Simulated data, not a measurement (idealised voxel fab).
process module | voxel double patterning
cross-section cut | 160 nm wide | cells 5 nm
A cross-section is a grid of square cells, given in bands from the top down. A band is one or more rows of cells.
Each band's line starts with the height of the band's top and of its bottom, in nm. Then come its materials from left to right, each with its width in nm. One material with "throughout" fills the band from edge to edge. "air" is empty space.
Height 0 is the level under which the wafer as received is all one material. The lowest band goes on downwards, as in "0 down".
A width such as "30 to 40" changes by the same amount from each row of cells to the next, from the band's top row to its bottom row.
"no change" after a step means that no cell of the cross-section changed.
closed voids: empty space of 8 cells or more with no open way to the top, each as width x height at its distance from the left edge, in nm
after a step's settings: what the simulator itself notes on the step
overlay nm, on a step with a mask: how far to the right of its planned place the mask lay; to the left if negative
plan
1 op RECEIVE | material Si
2 op CONFORMAL_DEP | material SiO2 | thk nm 10
3 op DIRECTIONAL_DEP | material polySi | thk nm 15
4 op DIRECTIONAL_DEP | material SiN | thk nm 10
5 op PATTERN | tone open | mask id FIRST | material resist | width nm 15 | pitch nm 50 | thk nm 20 | overlay nm 0
6 op DIRECTIONAL_ETCH | etch materials SiN | depth nm 10
7 op STRIP | etch materials resist
8 op MASKED_ETCH | tone open | mask id SECOND | width nm 15 | pitch nm 50 | etch materials SiN | depth nm 10 | overlay nm 0
9 op DIRECTIONAL_ETCH | etch materials polySi | depth nm 15
10 op STRIP | etch materials SiN
as received, after step 1
  0 down: Si throughout
  closed voids: none
first wafer at the end, as planned
  25 to 10: polySi 20 | air 15 | polySi 10 | air 15 | polySi 10 | air 15 | polySi 10 | air 15 | polySi 10 | air 15 | polySi 25
  10 to 0: SiO2 throughout
  0 down: Si throughout
  closed voids: none
second wafer at the end: like start, like plan, one mistake
  25 to 15: polySi 20 | air 15 | polySi 10 | air 15 | polySi 10 | air 15 | polySi 10 | air 15 | polySi 10 | air 15 | polySi 25
  15 to 10: polySi throughout
  10 to 0: SiO2 throughout
  0 down: Si throughout
  closed voids: none
what went wrong: step 9 ran as: op DIRECTIONAL_ETCH | etch materials polySi | depth nm 10
at the end the second wafer has, in cells: 15 more of polySi
